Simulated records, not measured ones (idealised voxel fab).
Process module name: voxel gate over fins
Square cells of 5 nm make up the cross-section cut, whose width is 280 nm.
Bands, listed from the top down, are how a cross-section gets written in this document; the cross-section itself is a grid of square cells, and a band is one or more rows of them.
Read a band's entry like this: the first values are the height of its top and the height of its bottom in nm, and what follows is the sequence of materials from left to right, each with its width in nm. Note that "air" is empty space, and that a single material marked "edge to edge" reaches across the band from edge to edge.
All heights in this document are referenced to 0, defined as the level beneath which the wafer, as received, consists entirely of one material. The lowest band is not bounded below; it extends indefinitely downward and is written in the form "0 -> down".
Graded width ("30..40"): value in top row of band = first number; value in bottom row = second number; row-to-row change constant.
The cross-section has no changed cell in any step marked "same as before".
Basically, "Voids, fully enclosed" tells you about the enclosed voids: empty spaces with no open way to the top, 8 cells or bigger, each written width x height at distance, where distance is from the left edge, all in nm.
Text after the settings on a step's line: the simulator's own remark on that step.
overlay nm: mask offset rightward from planned place, masked step; negative means leftward offset.
# plan
step 1: RECEIVE: material Si
step 2: CONFORMAL_DEP: material SiN, thk nm 10
step 3: DIRECTIONAL_DEP: material aC, thk nm 10
step 4: PATTERN: tone cover, mask id FINS, material resist, width nm 15, pitch nm 60, thk nm 25, overlay nm 0
step 5: DIRECTIONAL_ETCH: etch materials aC, depth nm 10
step 6: STRIP: etch materials resist
step 7: DIRECTIONAL_ETCH: etch materials SiN, depth nm 10
step 8: DIRECTIONAL_ETCH: etch materials Si, depth nm 30
step 9: STRIP: etch materials aC
step 10: OXIDIZE: depth nm 5
step 11: FILL_DEP: material SiO2, thk nm 5
step 12: CMP: height nm 10
step 13: PATTERN: tone open, mask id RAIL, material resist, width nm 15, thk nm 20, overlay nm 0
step 14: DIRECTIONAL_ETCH: etch materials SiO2, depth nm 35
step 15: STRIP: etch materials resist
step 16: CONFORMAL_DEP: material TiN, thk nm 5
step 17: FILL_DEP: material W, thk nm 10
step 18: CMP: height nm 10
step 19: SELECTIVE_ETCH: etch materials W Ru TiN, depth nm 30
step 20: FILL_DEP: material SiO2, thk nm 5
step 21: CMP: height nm 10
step 22: SELECTIVE_ETCH: etch materials SiO2, depth nm 25
step 23: STRIP: etch materials SiN
step 24: CONFORMAL_DEP: material HfO2, thk nm 5
step 25: CONFORMAL_DEP: material TiN, thk nm 5
step 26: FILL_DEP: material W, thk nm 15
step 27: CMP: height nm 20
step 28: CONFORMAL_DEP: material SiCN, thk nm 10
# Account of the first of two wafers, which was processed as intended
# As received (post step 1): cross-section
    0 -> down  Si edge to edge
    Voids, fully enclosed: none
# Cross-section: wafer state after step 2
    10 -> 0  SiN edge to edge
    below 0: unchanged
# Cross-section: wafer state after step 3
    20 -> 10  aC edge to edge
    below 10: unchanged
# Cross-section: wafer state after step 4
    45 -> 20  air (70); resist (15); air (45); resist (15); air (45); resist (15); air (75)
    below 20: unchanged
# Cross-section: wafer state after step 5
    35 -> 20  air (70); resist (15); air (45); resist (15); air (45); resist (15); air (75)
    20 -> 10  air (70); aC (15); air (45); aC (15); air (45); aC (15); air (75)
    below 10: unchanged
# Cross-section: wafer state after step 6
    20 -> 10  air (70); aC (15); air (45); aC (15); air (45); aC (15); air (75)
    below 10: unchanged
# Cross-section: wafer state after step 7
    20 -> 10  air (70); aC (15); air (45); aC (15); air (45); aC (15); air (75)
    10 -> 0  air (70); SiN (15); air (45); SiN (15); air (45); SiN (15); air (75)
    below 0: unchanged
# Cross-section: wafer state after step 8
    20 -> 10  air (70); aC (15); air (45); aC (15); air (45); aC (15); air (75)
    10 -> 0  air (70); SiN (15); air (45); SiN (15); air (45); SiN (15); air (75)
    0 -> -30  air (70); Si (15); air (45); Si (15); air (45); Si (15); air (75)
    below -30: unchanged
# Cross-section: wafer state after step 9
    10 -> 0  air (70); SiN (15); air (45); SiN (15); air (45); SiN (15); air (75)
    below 0: unchanged
# Cross-section: wafer state after step 10
    10 -> 0  air (70); SiN (15); air (45); SiN (15); air (45); SiN (15); air (75)
    0 -> -30  air (70); SiO2 (5); Si (5); SiO2 (5); air (45); SiO2 (5); Si (5); SiO2 (5); air (45); SiO2 (5); Si (5); SiO2 (5); air (75)
    -30 -> -35  SiO2 (75); Si (5); SiO2 (55); Si (5); SiO2 (55); Si (5); SiO2 (80)
    below -35: unchanged
# Cross-section: wafer state after step 11
    15 -> 10  SiO2 edge to edge
    10 -> 0  SiO2 (70); SiN (15); SiO2 (45); SiN (15); SiO2 (45); SiN (15); SiO2 (75)
    0 -> -35  SiO2 (75); Si (5); SiO2 (55); Si (5); SiO2 (55); Si (5); SiO2 (80)
    below -35: unchanged
# Cross-section: wafer state after step 12
    10 -> 0  SiO2 (70); SiN (15); SiO2 (45); SiN (15); SiO2 (45); SiN (15); SiO2 (75)
    below 0: unchanged
# Cross-section: wafer state after step 13
    30 -> 10  resist (100); air (15); resist (165)
    below 10: unchanged
# Cross-section: wafer state after step 14
    30 -> 10  resist (100); air (15); resist (165)
    10 -> 0  SiO2 (70); SiN (15); SiO2 (15); air (15); SiO2 (15); SiN (15); SiO2 (45); SiN (15); SiO2 (75)
    0 -> -25  SiO2 (75); Si (5); SiO2 (20); air (15); SiO2 (20); Si (5); SiO2 (55); Si (5); SiO2 (80)
    below -25: unchanged
# Cross-section: wafer state after step 15
    10 -> 0  SiO2 (70); SiN (15); SiO2 (15); air (15); SiO2 (15); SiN (15); SiO2 (45); SiN (15); SiO2 (75)
    below 0: unchanged
# Cross-section: wafer state after step 16
    15 -> 10  TiN (105); air (5); TiN (170)
    10 -> 0  SiO2 (70); SiN (15); SiO2 (15); TiN (5); air (5); TiN (5); SiO2 (15); SiN (15); SiO2 (45); SiN (15); SiO2 (75)
    0 -> -20  SiO2 (75); Si (5); SiO2 (20); TiN (5); air (5); TiN (5); SiO2 (20); Si (5); SiO2 (55); Si (5); SiO2 (80)
    -20 -> -25  SiO2 (75); Si (5); SiO2 (20); TiN (15); SiO2 (20); Si (5); SiO2 (55); Si (5); SiO2 (80)
    below -25: unchanged
# Cross-section: wafer state after step 17
    25 -> 15  W edge to edge
    15 -> 10  TiN (105); W (5); TiN (170)
    10 -> 0  SiO2 (70); SiN (15); SiO2 (15); TiN (5); W (5); TiN (5); SiO2 (15); SiN (15); SiO2 (45); SiN (15); SiO2 (75)
    0 -> -20  SiO2 (75); Si (5); SiO2 (20); TiN (5); W (5); TiN (5); SiO2 (20); Si (5); SiO2 (55); Si (5); SiO2 (80)
    below -20: unchanged
# Cross-section: wafer state after step 18
    10 -> 0  SiO2 (70); SiN (15); SiO2 (15); TiN (5); W (5); TiN (5); SiO2 (15); SiN (15); SiO2 (45); SiN (15); SiO2 (75)
    below 0: unchanged
# Cross-section: wafer state after step 19
    10 -> 0  SiO2 (70); SiN (15); SiO2 (15); air (15); SiO2 (15); SiN (15); SiO2 (45); SiN (15); SiO2 (75)
    0 -> -20  SiO2 (75); Si (5); SiO2 (20); air (15); SiO2 (20); Si (5); SiO2 (55); Si (5); SiO2 (80)
    below -20: unchanged
# Cross-section: wafer state after step 20
    15 -> 10  SiO2 edge to edge
    10 -> 0  SiO2 (70); SiN (15); SiO2 (45); SiN (15); SiO2 (45); SiN (15); SiO2 (75)
    0 -> -20  SiO2 (75); Si (5); SiO2 (55); Si (5); SiO2 (55); Si (5); SiO2 (80)
    below -20: unchanged
# Cross-section: wafer state after step 21
    10 -> 0  SiO2 (70); SiN (15); SiO2 (45); SiN (15); SiO2 (45); SiN (15); SiO2 (75)
    below 0: unchanged
# Cross-section: wafer state after step 22
    10 -> 0  air (70); SiN (15); air (45); SiN (15); air (45); SiN (15); air (75)
    0 -> -15  air (75); Si (5); air (55); Si (5); air (55); Si (5); air (80)
    below -15: unchanged
# Cross-section: wafer state after step 23
    0 -> -15  air (75); Si (5); air (55); Si (5); air (55); Si (5); air (80)
    below -15: unchanged
# Cross-section: wafer state after step 24
    5 -> 0  air (70); HfO2 (15); air (45); HfO2 (15); air (45); HfO2 (15); air (75)
    0 -> -10  air (70); HfO2 (5); Si (5); HfO2 (5); air (45); HfO2 (5); Si (5); HfO2 (5); air (45); HfO2 (5); Si (5); HfO2 (5); air (75)
    -10 -> -15  HfO2 (75); Si (5); HfO2 (55); Si (5); HfO2 (55); Si (5); HfO2 (80)
    below -15: unchanged
# Cross-section: wafer state after step 25
    10 -> 5  air (65); TiN (25); air (35); TiN (25); air (35); TiN (25); air (70)
    5 -> 0  air (65); TiN (5); HfO2 (15); TiN (5); air (35); TiN (5); HfO2 (15); TiN (5); air (35); TiN (5); HfO2 (15); TiN (5); air (70)
    0 -> -5  air (65); TiN (5); HfO2 (5); Si (5); HfO2 (5); TiN (5); air (35); TiN (5); HfO2 (5); Si (5); HfO2 (5); TiN (5); air (35); TiN (5); HfO2 (5); Si (5); HfO2 (5); TiN (5); air (70)
    -5 -> -10  TiN (70); HfO2 (5); Si (5); HfO2 (5); TiN (45); HfO2 (5); Si (5); HfO2 (5); TiN (45); HfO2 (5); Si (5); HfO2 (5); TiN (75)
    below -10: unchanged
# Cross-section: wafer state after step 26
    25 -> 10  W edge to edge
    10 -> 5  W (65); TiN (25); W (35); TiN (25); W (35); TiN (25); W (70)
    5 -> 0  W (65); TiN (5); HfO2 (15); TiN (5); W (35); TiN (5); HfO2 (15); TiN (5); W (35); TiN (5); HfO2 (15); TiN (5); W (70)
    0 -> -5  W (65); TiN (5); HfO2 (5); Si (5); HfO2 (5); TiN (5); W (35); TiN (5); HfO2 (5); Si (5); HfO2 (5); TiN (5); W (35); TiN (5); HfO2 (5); Si (5); HfO2 (5); TiN (5); W (70)
    below -5: unchanged
# Cross-section: wafer state after step 27
    20 -> 10  W edge to edge
    below 10: unchanged
# Cross-section: wafer state after step 28
    30 -> 20  SiCN edge to edge
    below 20: unchanged
# Here the second wafer is described. Its start and its plan were those of the first wafer. Its run contained one mistake. Up to and including step 12, it did exactly what the first wafer did
# Second wafer: cross-section at the scheduled end of step 13
    30 -> 10  air (100); resist (15); air (165)
    below 10: unchanged
# Second wafer: cross-section at the scheduled end of step 14
    30 -> 10  air (100); resist (15); air (165)
    10 -> 0  air (70); SiN (15); air (15); SiO2 (15); air (15); SiN (15); air (45); SiN (15); air (75)
    0 -> -25  air (70); SiO2 (5); Si (5); SiO2 (5); air (15); SiO2 (15); air (15); SiO2 (5); Si (5); SiO2 (5); air (45); SiO2 (5); Si (5); SiO2 (5); air (75)
    below -25: unchanged
# Second wafer: cross-section at the scheduled end of step 15
    10 -> 0  air (70); SiN (15); air (15); SiO2 (15); air (15); SiN (15); air (45); SiN (15); air (75)
    below 0: unchanged
# Second wafer: cross-section at the scheduled end of step 16
    15 -> 10  air (65); TiN (25); air (5); TiN (25); air (5); TiN (25); air (35); TiN (25); air (70)
    10 -> 0  air (65); TiN (5); SiN (15); TiN (5); air (5); TiN (5); SiO2 (15); TiN (5); air (5); TiN (5); SiN (15); TiN (5); air (35); TiN (5); SiN (15); TiN (5); air (70)
    0 -> -20  air (65); TiN (5); SiO2 (5); Si (5); SiO2 (5); TiN (5); air (5); TiN (5); SiO2 (15); TiN (5); air (5); TiN (5); SiO2 (5); Si (5); SiO2 (5); TiN (5); air (35); TiN (5); SiO2 (5); Si (5); SiO2 (5); TiN (5); air (70)
    -20 -> -25  TiN (70); SiO2 (5); Si (5); SiO2 (5); TiN (15); SiO2 (15); TiN (15); SiO2 (5); Si (5); SiO2 (5); TiN (45); SiO2 (5); Si (5); SiO2 (5); TiN (75)
    below -25: unchanged
# Second wafer: cross-section at the scheduled end of step 17
    25 -> 15  W edge to edge
    15 -> 10  W (65); TiN (25); W (5); TiN (25); W (5); TiN (25); W (35); TiN (25); W (70)
    10 -> 0  W (65); TiN (5); SiN (15); TiN (5); W (5); TiN (5); SiO2 (15); TiN (5); W (5); TiN (5); SiN (15); TiN (5); W (35); TiN (5); SiN (15); TiN (5); W (70)
    0 -> -20  W (65); TiN (5); SiO2 (5); Si (5); SiO2 (5); TiN (5); W (5); TiN (5); SiO2 (15); TiN (5); W (5); TiN (5); SiO2 (5); Si (5); SiO2 (5); TiN (5); W (35); TiN (5); SiO2 (5); Si (5); SiO2 (5); TiN (5); W (70)
    below -20: unchanged
# Second wafer: cross-section at the scheduled end of step 18
    10 -> 0  W (65); TiN (5); SiN (15); TiN (5); W (5); TiN (5); SiO2 (15); TiN (5); W (5); TiN (5); SiN (15); TiN (5); W (35); TiN (5); SiN (15); TiN (5); W (70)
    below 0: unchanged
# Second wafer: cross-section at the scheduled end of step 19
    10 -> 0  air (70); SiN (15); air (15); SiO2 (15); air (15); SiN (15); air (45); SiN (15); air (75)
    0 -> -20  air (70); SiO2 (5); Si (5); SiO2 (5); air (15); SiO2 (15); air (15); SiO2 (5); Si (5); SiO2 (5); air (45); SiO2 (5); Si (5); SiO2 (5); air (75)
    below -20: unchanged
# Second wafer: cross-section at the scheduled end of step 20
    15 -> 10  SiO2 edge to edge
    10 -> 0  SiO2 (70); SiN (15); SiO2 (45); SiN (15); SiO2 (45); SiN (15); SiO2 (75)
    0 -> -20  SiO2 (75); Si (5); SiO2 (55); Si (5); SiO2 (55); Si (5); SiO2 (80)
    below -20: unchanged
# Second wafer: cross-section at the scheduled end of step 21
    10 -> 0  SiO2 (70); SiN (15); SiO2 (45); SiN (15); SiO2 (45); SiN (15); SiO2 (75)
    below 0: unchanged
# Second wafer: cross-section at the scheduled end of step 22
    10 -> 0  air (70); SiN (15); air (45); SiN (15); air (45); SiN (15); air (75)
    0 -> -15  air (75); Si (5); air (55); Si (5); air (55); Si (5); air (80)
    below -15: unchanged
# Second wafer: cross-section at the scheduled end of step 23
    0 -> -15  air (75); Si (5); air (55); Si (5); air (55); Si (5); air (80)
    below -15: unchanged
# Second wafer: cross-section at the scheduled end of step 24
    5 -> 0  air (70); HfO2 (15); air (45); HfO2 (15); air (45); HfO2 (15); air (75)
    0 -> -10  air (70); HfO2 (5); Si (5); HfO2 (5); air (45); HfO2 (5); Si (5); HfO2 (5); air (45); HfO2 (5); Si (5); HfO2 (5); air (75)
    -10 -> -15  HfO2 (75); Si (5); HfO2 (55); Si (5); HfO2 (55); Si (5); HfO2 (80)
    below -15: unchanged
# Second wafer: cross-section at the scheduled end of step 25
    10 -> 5  air (65); TiN (25); air (35); TiN (25); air (35); TiN (25); air (70)
    5 -> 0  air (65); TiN (5); HfO2 (15); TiN (5); air (35); TiN (5); HfO2 (15); TiN (5); air (35); TiN (5); HfO2 (15); TiN (5); air (70)
    0 -> -5  air (65); TiN (5); HfO2 (5); Si (5); HfO2 (5); TiN (5); air (35); TiN (5); HfO2 (5); Si (5); HfO2 (5); TiN (5); air (35); TiN (5); HfO2 (5); Si (5); HfO2 (5); TiN (5); air (70)
    -5 -> -10  TiN (70); HfO2 (5); Si (5); HfO2 (5); TiN (45); HfO2 (5); Si (5); HfO2 (5); TiN (45); HfO2 (5); Si (5); HfO2 (5); TiN (75)
    below -10: unchanged
# Second wafer: cross-section at the scheduled end of step 26
    25 -> 10  W edge to edge
    10 -> 5  W (65); TiN (25); W (35); TiN (25); W (35); TiN (25); W (70)
    5 -> 0  W (65); TiN (5); HfO2 (15); TiN (5); W (35); TiN (5); HfO2 (15); TiN (5); W (35); TiN (5); HfO2 (15); TiN (5); W (70)
    0 -> -5  W (65); TiN (5); HfO2 (5); Si (5); HfO2 (5); TiN (5); W (35); TiN (5); HfO2 (5); Si (5); HfO2 (5); TiN (5); W (35); TiN (5); HfO2 (5); Si (5); HfO2 (5); TiN (5); W (70)
    below -5: unchanged
# Second wafer: cross-section at the scheduled end of step 27
    20 -> 10  W edge to edge
    below 10: unchanged
# Second wafer: cross-section at the scheduled end of step 28
    30 -> 20  SiCN edge to edge
    below 20: unchanged
It is concluded that the wafer was processed incorrectly with respect to the plan, in that so step 13 ended up running with a different setting than we planned, it ran as PATTERN: tone cover, mask id RAIL, material resist, width nm 15, thk nm 20, overlay nm 0
At the finish, the second wafer shows more or fewer cells for some materials than the first does: 41 fewer of SiO2, 41 more of TiN
